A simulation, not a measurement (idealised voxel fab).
voxel plated lines: a process module
Displayed cross-section: cut, width of 265 nm, square cells sized 5 nm.
If you're reading a cross-section in this doc, picture square cells in a grid; it comes to you as bands, top ones listed first down to the bottom, and a band can be one or more rows of cells. For a band, the entry starts with two heights in nm, that of the top and then that of the bottom, and carries on with the band's materials in order from left to right, each alongside its width in nm; the word "everywhere" beside a single material means it fills the band edge to edge, and "blank" means empty space. Below 0: as-received wafer, all one material; heights counted from there. Lowest band: no bottom, goes on down, written "top 0, no bottom". Per-row width for "30->40": begins at first number (top row of band), ends at second number (bottom row), increment between rows held constant. A step reported as "no change occurred" is a step in which no cell of the cross-section changed. The list in "Voids lacking openings" covers empty spaces of 8 cells or more that cannot reach the top through any open way, and it gives each as width x height at distance; the distance is from the left edge, and width, height and distance are in nm. If you see something after the settings on a step's line, that's the simulator's own remark about that step. You can add "overlay nm" to a step's line. For a step with a mask, it describes how far the mask lay to the right of its planned position, and a negative number describes a lay to the left.

[Below is the list of planned process steps]
| 1 | RECEIVE with material Si |
| 2 | CONFORMAL_DEP with material SiO2, thk nm 10 |
| 3 | DIRECTIONAL_DEP with material TiN, thk nm 5 |
| 4 | PATTERN with tone open, mask id LINES, material resist, width nm 30, pitch nm 50, thk nm 35, overlay nm 0 |
| 5 | EPI with material Ru, thk nm 10 |
| 6 | EPI with material Ru, thk nm 10 |
| 7 | EPI with material Ru, thk nm 10 |
| 8 | STRIP with etch materials resist |
| 9 | DIRECTIONAL_ETCH with etch materials TiN, depth nm 5 |
| 10 | CONFORMAL_DEP with material SiCN, thk nm 5 |

[Wafer as received: cross-section following step 1]
- top 0, no bottom | Si everywhere
- Voids lacking openings: none

[As-planned run: cross-section of the first of two wafers at end of module]
- top 50, bottom 45 | 35 blank, 40 SiCN, 10 blank, 40 SiCN, 10 blank, 40 SiCN, 10 blank, 40 SiCN, 40 blank
- top 45, bottom 15 | 35 blank, 5 SiCN, 30 Ru, 5 SiCN, 10 blank, 5 SiCN, 30 Ru, 5 SiCN, 10 blank, 5 SiCN, 30 Ru, 5 SiCN, 10 blank, 5 SiCN, 30 Ru, 5 SiCN, 40 blank
- top 15, bottom 10 | 40 SiCN, 30 TiN, 20 SiCN, 30 TiN, 20 SiCN, 30 TiN, 20 SiCN, 30 TiN, 45 SiCN
- top 10, bottom 0 | SiO2 everywhere
- top 0, no bottom | Si everywhere
- Voids lacking openings: none

[Same start, same plan as the first wafer - but one mistake in the run. Cross-section of the second of the two at the end of the module]
- top 40, bottom 35 | 35 blank, 40 SiCN, 10 blank, 40 SiCN, 10 blank, 40 SiCN, 10 blank, 40 SiCN, 40 blank
- top 35, bottom 15 | 35 blank, 5 SiCN, 30 Ru, 5 SiCN, 10 blank, 5 SiCN, 30 Ru, 5 SiCN, 10 blank, 5 SiCN, 30 Ru, 5 SiCN, 10 blank, 5 SiCN, 30 Ru, 5 SiCN, 40 blank
- top 15, bottom 10 | 40 SiCN, 30 TiN, 20 SiCN, 30 TiN, 20 SiCN, 30 TiN, 20 SiCN, 30 TiN, 45 SiCN
- top 10, bottom 0 | SiO2 everywhere
- top 0, no bottom | Si everywhere
- Voids lacking openings: none
Error vs. plan: one of the steps 5, 6 and 7, which are indistinguishable from one another, was omitted, and the omitted step cannot be identified
Final tally in cells, some materials are higher or lower on the second wafer than on the first: Ru -48 | SiCN -16
